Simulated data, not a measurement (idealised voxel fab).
process module | voxel capacitor over wiring
cross-section cut | 295 nm wide | cells 5 nm
A cross-section is a grid of square cells, given in bands from the top down. A band is one or more rows of cells.
Each band's line starts with the height of the band's top and of its bottom, in nm. Then come its materials from left to right, each with its width in nm. One material with "throughout" fills the band from edge to edge. "air" is empty space.
Height 0 is the level under which the wafer as received is all one material. The lowest band goes on downwards, as in "0 down".
A width such as "30 to 40" changes by the same amount from each row of cells to the next, from the band's top row to its bottom row.
"no change" after a step means that no cell of the cross-section changed.
closed voids: empty space of 8 cells or more with no open way to the top, each as width x height at its distance from the left edge, in nm
after a step's settings: what the simulator itself notes on the step
overlay nm, on a step with a mask: how far to the right of its planned place the mask lay; to the left if negative
Each pair below shows a cross-section before one step and the cross-section after it, down to the lowest band that changed. The line under each pair gives the step between them, with its settings. The pairs can come from different runs of this module on the same starting wafer, so a pair continues from the pair above only where its "before" says so.
before
  110 to 95: aC 110 | air 15 | aC 170
  95 to 80: SiO2 110 | air 15 | SiO2 170
  80 to 70: SiO2 100 | TiN 65 | SiO2 130
  70 to 65: SiO2 100 | Al2O3 65 | SiO2 130
  65 to 60: SiO2 100 | TiN 65 | SiO2 130
  60 to 45: SiO2 100 | Ru 15 | SiO2 180
  45 to 40: SiCN 100 | Ru 15 | SiCN 180
  40 to 15: SiO2 95 | W 20 | SiO2 60 | W 20 | SiO2 100
  15 to 10: SiO2 95 | TiN 20 | SiO2 60 | TiN 20 | SiO2 100
  10 to 0: SiO2 throughout
  0 down: Si throughout
  closed voids: none
after
  95 to 80: SiO2 110 | air 15 | SiO2 170
  below 80: unchanged
  closed voids: none
the step between: op STRIP | etch materials aC
before: the cross-section after the pair above
after
  100 to 95: TiN 115 | air 5 | TiN 175
  95 to 85: SiO2 110 | TiN 5 | air 5 | TiN 5 | SiO2 170
  85 to 80: SiO2 110 | TiN 15 | SiO2 170
  below 80: unchanged
  closed voids: none
the step between: op CONFORMAL_DEP | material TiN | thk nm 5
before: the cross-section after the pair above
after
  105 to 100: Ru throughout
  100 to 95: TiN 115 | Ru 5 | TiN 175
  95 to 85: SiO2 110 | TiN 5 | Ru 5 | TiN 5 | SiO2 170
  below 85: unchanged
  closed voids: none
the step between: op FILL_DEP | material Ru | thk nm 5
before: the cross-section after the pair above
after
  95 to 85: SiO2 110 | TiN 5 | Ru 5 | TiN 5 | SiO2 170
  below 85: unchanged
  closed voids: none
the step between: op CMP | height nm 95
before: the cross-section after the pair above
after
  100 to 95: SiCN throughout
  below 95: unchanged
  closed voids: none
the step between: op CONFORMAL_DEP | material SiCN | thk nm 5
before
  40 to 15: air 95 | W 20 | air 60 | W 20 | air 100
  15 to 10: TiN throughout
  10 to 0: SiO2 throughout
  0 down: Si throughout
  closed voids: none
after
  40 to 15: air 95 | W 20 | air 60 | W 20 | air 100
  15 to 10: air 90 | TiN 25 | air 55 | TiN 25 | air 100
  below 10: unchanged
  closed voids: none
the step between: op MASKED_ETCH | tone cover | mask id METAL_1 | width nm 20 | pitch nm 80 | etch materials TiN | depth nm 5 | overlay nm -5
before: the cross-section after the pair above
after
  45 to 40: SiO2 throughout
  40 to 15: SiO2 95 | W 20 | SiO2 60 | W 20 | SiO2 100
  15 to 10: SiO2 90 | TiN 25 | SiO2 55 | TiN 25 | SiO2 100
  below 10: unchanged
  closed voids: none
the step between: op FILL_DEP | material SiO2 | thk nm 5
before: the cross-section after the pair above
after
  40 to 15: SiO2 95 | W 20 | SiO2 60 | W 20 | SiO2 100
  below 15: unchanged
  closed voids: none
the step between: op CMP | height nm 40
before: the cross-section after the pair above
after
  45 to 40: SiCN throughout
  below 40: unchanged
  closed voids: none
the step between: op CONFORMAL_DEP | material SiCN | thk nm 5
before: the cross-section after the pair above
after
  60 to 45: SiO2 throughout
  below 45: unchanged
  closed voids: none
the step between: op DIRECTIONAL_DEP | material SiO2 | thk nm 15
before: the cross-section after the pair above
after
  70 to 60: aC throughout
  below 60: unchanged
  closed voids: none
the step between: op DIRECTIONAL_DEP | material aC | thk nm 10
before: the cross-section after the pair above
after
  95 to 70: resist 100 | air 15 | resist 180
  below 70: unchanged
  closed voids: none
the step between: op PATTERN | tone open | mask id PLUG_1 | material resist | width nm 15 | thk nm 25 | overlay nm 0
before: the cross-section after the pair above
after
  85 to 70: resist 100 | air 15 | resist 180
  70 to 60: aC 100 | air 15 | aC 180
  below 60: unchanged
  closed voids: none
the step between: op DIRECTIONAL_ETCH | etch materials aC | depth nm 10
before: the cross-section after the pair above
after
  70 to 60: aC 100 | air 15 | aC 180
  below 60: unchanged
  closed voids: none
the step between: op STRIP | etch materials resist
before: the cross-section after the pair above
after
  70 to 60: aC 100 | air 15 | aC 180
  60 to 45: SiO2 100 | air 15 | SiO2 180
  below 45: unchanged
  closed voids: none
the step between: op DIRECTIONAL_ETCH | etch materials SiO2 | depth nm 15
before: the cross-section after the pair above
after
  70 to 60: aC 100 | air 15 | aC 180
  60 to 45: SiO2 100 | air 15 | SiO2 180
  45 to 40: SiCN 100 | air 15 | SiCN 180
  below 40: unchanged
  closed voids: none
the step between: op DIRECTIONAL_ETCH | etch materials SiCN | depth nm 5
before: the cross-section after the pair above
after
  60 to 45: SiO2 100 | air 15 | SiO2 180
  below 45: unchanged
  closed voids: none
the step between: op STRIP | etch materials aC
before: the cross-section after the pair above
after
  60 to 50: SiO2 100 | air 15 | SiO2 180
  50 to 45: SiO2 100 | Ru 15 | SiO2 180
  45 to 40: SiCN 100 | Ru 15 | SiCN 180
  below 40: unchanged
  closed voids: none
the step between: op EPI | material Ru | thk nm 10
before: the cross-section after the pair above
after
  60 to 45: SiO2 100 | Ru 15 | SiO2 180
  below 45: unchanged
  closed voids: none
the step between: op EPI | material Ru | thk nm 10
before: the cross-section after the pair above
after
  65 to 60: TiN throughout
  below 60: unchanged
  closed voids: none
the step between: op DIRECTIONAL_DEP | material TiN | thk nm 5
before: the cross-section after the pair above
after
  70 to 65: Al2O3 throughout
  below 65: unchanged
  closed voids: none
the step between: op DIRECTIONAL_DEP | material Al2O3 | thk nm 5
before: the cross-section after the pair above
after
  80 to 70: TiN throughout
  below 70: unchanged
  closed voids: none
the step between: op DIRECTIONAL_DEP | material TiN | thk nm 10
before: the cross-section after the pair above
after
  80 to 70: air 100 | TiN 65 | air 130
  below 70: unchanged
  closed voids: none
the step between: op MASKED_ETCH | tone cover | mask id UPPER_PLATE | width nm 65 | etch materials TiN | depth nm 10 | overlay nm 0
before: the cross-section after the pair above
after
  80 to 70: air 100 | TiN 65 | air 130
  70 to 65: air 100 | Al2O3 65 | air 130
  below 65: unchanged
  closed voids: none
the step between: op MASKED_ETCH | tone cover | mask id UPPER_PLATE | width nm 65 | etch materials Al2O3 | depth nm 5 | overlay nm 0
before: the cross-section after the pair above
after
  95 to 80: air 95 | resist 75 | air 125
  80 to 70: air 95 | resist 5 | TiN 65 | resist 5 | air 125
  70 to 65: air 95 | resist 5 | Al2O3 65 | resist 5 | air 125
  below 65: unchanged
  closed voids: none
the step between: op PATTERN | tone cover | mask id LOWER_PLATE | material resist | width nm 75 | thk nm 15 | overlay nm 0
before: the cross-section after the pair above
after
  95 to 80: air 95 | resist 75 | air 125
  80 to 70: air 95 | resist 5 | TiN 65 | resist 5 | air 125
  70 to 65: air 95 | resist 5 | Al2O3 65 | resist 5 | air 125
  65 to 60: air 95 | TiN 75 | air 125
  below 60: unchanged
  closed voids: none
the step between: op DIRECTIONAL_ETCH | etch materials TiN | depth nm 5
before: the cross-section after the pair above
after
  80 to 70: air 100 | TiN 65 | air 130
  70 to 65: air 100 | Al2O3 65 | air 130
  below 65: unchanged
  closed voids: none
the step between: op STRIP | etch materials resist
before: the cross-section after the pair above
after
  100 to 80: SiO2 throughout
  80 to 70: SiO2 100 | TiN 65 | SiO2 130
  70 to 65: SiO2 100 | Al2O3 65 | SiO2 130
  65 to 60: SiO2 95 | TiN 75 | SiO2 125
  below 60: unchanged
  closed voids: none
the step between: op FILL_DEP | material SiO2 | thk nm 20
before: the cross-section after the pair above
after
  95 to 80: SiO2 throughout
  below 80: unchanged
  closed voids: none
the step between: op CMP | height nm 95
before: the cross-section after the pair above
after
  110 to 95: aC throughout
  below 95: unchanged
  closed voids: none
the step between: op DIRECTIONAL_DEP | material aC | thk nm 15
before: the cross-section after the pair above
after
  140 to 110: resist 110 | air 15 | resist 170
  below 110: unchanged
  closed voids: none
the step between: op PATTERN | tone open | mask id PLUG_2 | material resist | width nm 15 | thk nm 30 | overlay nm 0
before: the cross-section after the pair above
after
  125 to 110: resist 110 | air 15 | resist 170
  110 to 95: aC 110 | air 15 | aC 170
  below 95: unchanged
  closed voids: none
the step between: op DIRECTIONAL_ETCH | etch materials aC | depth nm 15
before: the cross-section after the pair above
after
  110 to 95: aC 110 | air 15 | aC 170
  below 95: unchanged
  closed voids: none
the step between: op STRIP | etch materials resist
before: the cross-section after the pair above
after
  110 to 95: aC 110 | air 15 | aC 170
  95 to 80: SiO2 110 | air 15 | SiO2 170
  below 80: unchanged
  closed voids: none
the step between: op DIRECTIONAL_ETCH | etch materials SiO2 | depth nm 15
before: the cross-section after the pair above
after
  95 to 80: SiO2 110 | air 15 | SiO2 170
  below 80: unchanged
  closed voids: none
the step between: op STRIP | etch materials aC
before: the cross-section after the pair above
after
  100 to 95: TiN 115 | air 5 | TiN 175
  95 to 85: SiO2 110 | TiN 5 | air 5 | TiN 5 | SiO2 170
  85 to 80: SiO2 110 | TiN 15 | SiO2 170
  below 80: unchanged
  closed voids: none
the step between: op CONFORMAL_DEP | material TiN | thk nm 5
before: the cross-section after the pair above
after
  105 to 100: Ru throughout
  100 to 95: TiN 115 | Ru 5 | TiN 175
  95 to 85: SiO2 110 | TiN 5 | Ru 5 | TiN 5 | SiO2 170
  below 85: unchanged
  closed voids: none
the step between: op FILL_DEP | material Ru | thk nm 5
before: the cross-section after the pair above
after
  95 to 85: SiO2 110 | TiN 5 | Ru 5 | TiN 5 | SiO2 170
  below 85: unchanged
  closed voids: none
the step between: op CMP | height nm 95
before: the cross-section after the pair above
after
  100 to 95: SiCN throughout
  below 95: unchanged
  closed voids: none
the step between: op CONFORMAL_DEP | material SiCN | thk nm 5
before
  60 to 45: SiO2 throughout
  45 to 40: SiCN throughout
  40 to 15: SiO2 95 | W 20 | SiO2 60 | W 20 | SiO2 100
  15 to 10: SiO2 95 | TiN 20 | SiO2 60 | TiN 20 | SiO2 100
  10 to 0: SiO2 throughout
  0 down: Si throughout
  closed voids: none
after
  70 to 60: W throughout
  below 60: unchanged
  closed voids: none
the step between: op DIRECTIONAL_DEP | material W | thk nm 10
before: the cross-section after the pair above
after
  95 to 70: resist 100 | air 15 | resist 180
  below 70: unchanged
  closed voids: none
the step between: op PATTERN | tone open | mask id PLUG_1 | material resist | width nm 15 | thk nm 25 | overlay nm 0
before: the cross-section after the pair above
after
  85 to 70: resist 100 | air 15 | resist 180
  below 70: unchanged
  closed voids: none
the step between: op DIRECTIONAL_ETCH | etch materials aC | depth nm 10
before: the cross-section after the pair above
after
  70 to 60: W throughout
  below 60: unchanged
  closed voids: none
the step between: op STRIP | etch materials resist
before: the cross-section after the pair above
after
  80 to 70: Ru throughout
  below 70: unchanged
  closed voids: none
the step between: op EPI | material Ru | thk nm 10
before: the cross-section after the pair above
after
  90 to 70: Ru throughout
  below 70: unchanged
  closed voids: none
the step between: op EPI | material Ru | thk nm 10
before: the cross-section after the pair above
after
  95 to 90: TiN throughout
  below 90: unchanged
  closed voids: none
the step between: op DIRECTIONAL_DEP | material TiN | thk nm 5
before: the cross-section after the pair above
after
  100 to 95: Al2O3 throughout
  below 95: unchanged
  closed voids: none
the step between: op DIRECTIONAL_DEP | material Al2O3 | thk nm 5
before: the cross-section after the pair above
after
  110 to 100: TiN throughout
  below 100: unchanged
  closed voids: none
the step between: op DIRECTIONAL_DEP | material TiN | thk nm 10
before: the cross-section after the pair above
after
  110 to 100: air 100 | TiN 65 | air 130
  below 100: unchanged
  closed voids: none
the step between: op MASKED_ETCH | tone cover | mask id UPPER_PLATE | width nm 65 | etch materials TiN | depth nm 10 | overlay nm 0
before: the cross-section after the pair above
after
  110 to 100: air 100 | TiN 65 | air 130
  100 to 95: air 100 | Al2O3 65 | air 130
  below 95: unchanged
  closed voids: none
the step between: op MASKED_ETCH | tone cover | mask id UPPER_PLATE | width nm 65 | etch materials Al2O3 | depth nm 5 | overlay nm 0
before: the cross-section after the pair above
after
  125 to 110: air 95 | resist 75 | air 125
  110 to 100: air 95 | resist 5 | TiN 65 | resist 5 | air 125
  100 to 95: air 95 | resist 5 | Al2O3 65 | resist 5 | air 125
  below 95: unchanged
  closed voids: none
the step between: op PATTERN | tone cover | mask id LOWER_PLATE | material resist | width nm 75 | thk nm 15 | overlay nm 0
before: the cross-section after the pair above
after
  125 to 110: air 95 | resist 75 | air 125
  110 to 100: air 95 | resist 5 | TiN 65 | resist 5 | air 125
  100 to 95: air 95 | resist 5 | Al2O3 65 | resist 5 | air 125
  95 to 90: air 95 | TiN 75 | air 125
  below 90: unchanged
  closed voids: none
the step between: op DIRECTIONAL_ETCH | etch materials TiN | depth nm 5
before: the cross-section after the pair above
after
  110 to 100: air 100 | TiN 65 | air 130
  100 to 95: air 100 | Al2O3 65 | air 130
  below 95: unchanged
  closed voids: none
the step between: op STRIP | etch materials resist
before: the cross-section after the pair above
after
  130 to 110: SiO2 throughout
  110 to 100: SiO2 100 | TiN 65 | SiO2 130
  100 to 95: SiO2 100 | Al2O3 65 | SiO2 130
  95 to 90: SiO2 95 | TiN 75 | SiO2 125
  below 90: unchanged
  closed voids: none
the step between: op FILL_DEP | material SiO2 | thk nm 20
before: the cross-section after the pair above
after
  95 to 90: SiO2 95 | TiN 75 | SiO2 125
  below 90: unchanged
  closed voids: none
the step between: op CMP | height nm 95
before: the cross-section after the pair above
after
  110 to 95: aC throughout
  below 95: unchanged
  closed voids: none
the step between: op DIRECTIONAL_DEP | material aC | thk nm 15
before: the cross-section after the pair above
after
  140 to 110: resist 110 | air 15 | resist 170
  below 110: unchanged
  closed voids: none
the step between: op PATTERN | tone open | mask id PLUG_2 | material resist | width nm 15 | thk nm 30 | overlay nm 0
before: the cross-section after the pair above
after
  125 to 110: resist 110 | air 15 | resist 170
  110 to 95: aC 110 | air 15 | aC 170
  below 95: unchanged
  closed voids: none
the step between: op DIRECTIONAL_ETCH | etch materials aC | depth nm 15
before: the cross-section after the pair above
after
  110 to 95: aC 110 | air 15 | aC 170
  below 95: unchanged
  closed voids: none
the step between: op STRIP | etch materials resist
before: the cross-section after the pair above
after
  95 to 90: SiO2 95 | TiN 75 | SiO2 125
  below 90: unchanged
  closed voids: none
the step between: op STRIP | etch materials aC
before: the cross-section after the pair above
after
  100 to 95: TiN throughout
  below 95: unchanged
  closed voids: none
the step between: op CONFORMAL_DEP | material TiN | thk nm 5
before: the cross-section after the pair above
after
  105 to 100: Ru throughout
  below 100: unchanged
  closed voids: none
the step between: op FILL_DEP | material Ru | thk nm 5
before: the cross-section after the pair above
after
  95 to 90: SiO2 95 | TiN 75 | SiO2 125
  below 90: unchanged
  closed voids: none
the step between: op CMP | height nm 95
before: the cross-section after the pair above
after
  100 to 95: SiCN throughout
  below 95: unchanged
  closed voids: none
the step between: op CONFORMAL_DEP | material SiCN | thk nm 5
before
  40 to 15: W throughout
  15 to 10: TiN throughout
  10 to 0: SiO2 throughout
  0 down: Si throughout
  closed voids: none
after
  40 to 15: W 95 | air 20 | W 60 | air 20 | W 100
  below 15: unchanged
  closed voids: none
the step between: op MASKED_ETCH | tone open | mask id METAL_1 | width nm 20 | pitch nm 80 | etch materials W | depth nm 25 | overlay nm 0
before: the cross-section after the pair above
after
  45 to 40: SiO2 throughout
  40 to 15: W 95 | SiO2 20 | W 60 | SiO2 20 | W 100
  below 15: unchanged
  closed voids: none
the step between: op FILL_DEP | material SiO2 | thk nm 5
before: the cross-section after the pair above
after
  40 to 15: W 95 | SiO2 20 | W 60 | SiO2 20 | W 100
  below 15: unchanged
  closed voids: none
the step between: op CMP | height nm 40
before: the cross-section after the pair above
after
  45 to 40: SiCN throughout
  below 40: unchanged
  closed voids: none
the step between: op CONFORMAL_DEP | material SiCN | thk nm 5
before: the cross-section after the pair above
after
  60 to 45: SiO2 throughout
  below 45: unchanged
  closed voids: none
the step between: op DIRECTIONAL_DEP | material SiO2 | thk nm 15
before: the cross-section after the pair above
after
  70 to 60: aC throughout
  below 60: unchanged
  closed voids: none
the step between: op DIRECTIONAL_DEP | material aC | thk nm 10
before: the cross-section after the pair above
after
  95 to 70: resist 100 | air 15 | resist 180
  below 70: unchanged
  closed voids: none
the step between: op PATTERN | tone open | mask id PLUG_1 | material resist | width nm 15 | thk nm 25 | overlay nm 0
before: the cross-section after the pair above
after
  85 to 70: resist 100 | air 15 | resist 180
  70 to 60: aC 100 | air 15 | aC 180
  below 60: unchanged
  closed voids: none
the step between: op DIRECTIONAL_ETCH | etch materials aC | depth nm 10
before: the cross-section after the pair above
after
  70 to 60: aC 100 | air 15 | aC 180
  below 60: unchanged
  closed voids: none
the step between: op STRIP | etch materials resist
before: the cross-section after the pair above
after
  70 to 60: aC 100 | air 15 | aC 180
  60 to 45: SiO2 100 | air 15 | SiO2 180
  below 45: unchanged
  closed voids: none
the step between: op DIRECTIONAL_ETCH | etch materials SiO2 | depth nm 15
before: the cross-section after the pair above
after
  70 to 60: aC 100 | air 15 | aC 180
  60 to 45: SiO2 100 | air 15 | SiO2 180
  45 to 40: SiCN 100 | air 15 | SiCN 180
  below 40: unchanged
  closed voids: none
the step between: op DIRECTIONAL_ETCH | etch materials SiCN | depth nm 5
before: the cross-section after the pair above
after
  60 to 45: SiO2 100 | air 15 | SiO2 180
  below 45: unchanged
  closed voids: none
the step between: op STRIP | etch materials aC
before: the cross-section after the pair above
after
  65 to 60: TiN 100 | air 15 | TiN 180
  60 to 45: SiO2 100 | air 15 | SiO2 180
  45 to 40: SiCN 100 | TiN 15 | SiCN 180
  below 40: unchanged
  closed voids: none
the step between: op DIRECTIONAL_DEP | material TiN | thk nm 5
before: the cross-section after the pair above
after
  70 to 65: Al2O3 100 | air 15 | Al2O3 180
  65 to 60: TiN 100 | air 15 | TiN 180
  60 to 50: SiO2 100 | air 15 | SiO2 180
  50 to 45: SiO2 100 | Al2O3 15 | SiO2 180
  below 45: unchanged
  closed voids: none
the step between: op DIRECTIONAL_DEP | material Al2O3 | thk nm 5
before: the cross-section after the pair above
after
  80 to 70: TiN 100 | air 15 | TiN 180
  70 to 65: Al2O3 100 | air 15 | Al2O3 180
  65 to 60: TiN 100 | air 15 | TiN 180
  60 to 50: SiO2 100 | TiN 15 | SiO2 180
  below 50: unchanged
  closed voids: none
the step between: op DIRECTIONAL_DEP | material TiN | thk nm 10
before: the cross-section after the pair above
after
  80 to 70: air 115 | TiN 50 | air 130
  below 70: unchanged
  closed voids: none
the step between: op MASKED_ETCH | tone cover | mask id UPPER_PLATE | width nm 65 | etch materials TiN | depth nm 10 | overlay nm 0
before: the cross-section after the pair above
after
  80 to 70: air 115 | TiN 50 | air 130
  70 to 65: air 115 | Al2O3 50 | air 130
  below 65: unchanged
  closed voids: none
the step between: op MASKED_ETCH | tone cover | mask id UPPER_PLATE | width nm 65 | etch materials Al2O3 | depth nm 5 | overlay nm 0
before: the cross-section after the pair above
after
  95 to 80: air 95 | resist 75 | air 125
  80 to 70: air 95 | resist 20 | TiN 50 | resist 5 | air 125
  70 to 65: air 95 | resist 20 | Al2O3 50 | resist 5 | air 125
  65 to 60: TiN 100 | resist 15 | TiN 180
  below 60: unchanged
  closed voids: none
the step between: op PATTERN | tone cover | mask id LOWER_PLATE | material resist | width nm 75 | thk nm 15 | overlay nm 0
before: the cross-section after the pair above
after
  95 to 80: air 95 | resist 75 | air 125
  80 to 70: air 95 | resist 20 | TiN 50 | resist 5 | air 125
  70 to 65: air 95 | resist 20 | Al2O3 50 | resist 5 | air 125
  65 to 60: air 95 | TiN 5 | resist 15 | TiN 55 | air 125
  below 60: unchanged
  closed voids: none
the step between: op DIRECTIONAL_ETCH | etch materials TiN | depth nm 5
before: the cross-section after the pair above
after
  80 to 70: air 115 | TiN 50 | air 130
  70 to 65: air 115 | Al2O3 50 | air 130
  65 to 60: air 95 | TiN 5 | air 15 | TiN 55 | air 125
  below 60: unchanged
  closed voids: none
the step between: op STRIP | etch materials resist
before: the cross-section after the pair above
after
  100 to 80: SiO2 throughout
  80 to 70: SiO2 115 | TiN 50 | SiO2 130
  70 to 65: SiO2 115 | Al2O3 50 | SiO2 130
  65 to 60: SiO2 95 | TiN 5 | SiO2 15 | TiN 55 | SiO2 125
  below 60: unchanged
  closed voids: none
the step between: op FILL_DEP | material SiO2 | thk nm 20
before: the cross-section after the pair above
after
  95 to 80: SiO2 throughout
  below 80: unchanged
  closed voids: none
the step between: op CMP | height nm 95
before: the cross-section after the pair above
after
  110 to 95: aC throughout
  below 95: unchanged
  closed voids: none
the step between: op DIRECTIONAL_DEP | material aC | thk nm 15
before: the cross-section after the pair above
after
  140 to 110: resist 110 | air 15 | resist 170
  below 110: unchanged
  closed voids: none
the step between: op PATTERN | tone open | mask id PLUG_2 | material resist | width nm 15 | thk nm 30 | overlay nm 0
before: the cross-section after the pair above
after
  125 to 110: resist 110 | air 15 | resist 170
  110 to 95: aC 110 | air 15 | aC 170
  below 95: unchanged
  closed voids: none
the step between: op DIRECTIONAL_ETCH | etch materials aC | depth nm 15
before: the cross-section after the pair above
after
  110 to 95: aC 110 | air 15 | aC 170
  below 95: unchanged
  closed voids: none
the step between: op STRIP | etch materials resist
before: the cross-section after the pair above
after
  110 to 95: aC 110 | air 15 | aC 170
  95 to 80: SiO2 110 | air 15 | SiO2 170
  below 80: unchanged
  closed voids: none
the step between: op DIRECTIONAL_ETCH | etch materials SiO2 | depth nm 15
before: the cross-section after the pair above
after
  95 to 80: SiO2 110 | air 15 | SiO2 170
  below 80: unchanged
  closed voids: none
the step between: op STRIP | etch materials aC
before: the cross-section after the pair above
after
  100 to 95: TiN 115 | air 5 | TiN 175
  95 to 85: SiO2 110 | TiN 5 | air 5 | TiN 5 | SiO2 170
  85 to 80: SiO2 110 | TiN 15 | SiO2 170
  below 80: unchanged
  closed voids: none
the step between: op CONFORMAL_DEP | material TiN | thk nm 5
before: the cross-section after the pair above
after
  105 to 100: Ru throughout
  100 to 95: TiN 115 | Ru 5 | TiN 175
  95 to 85: SiO2 110 | TiN 5 | Ru 5 | TiN 5 | SiO2 170
  below 85: unchanged
  closed voids: none
the step between: op FILL_DEP | material Ru | thk nm 5
before: the cross-section after the pair above
after
  95 to 85: SiO2 110 | TiN 5 | Ru 5 | TiN 5 | SiO2 170
  below 85: unchanged
  closed voids: none
the step between: op CMP | height nm 95
before: the cross-section after the pair above
after
  100 to 95: SiCN throughout
  below 95: unchanged
  closed voids: none
the step between: op CONFORMAL_DEP | material SiCN | thk nm 5
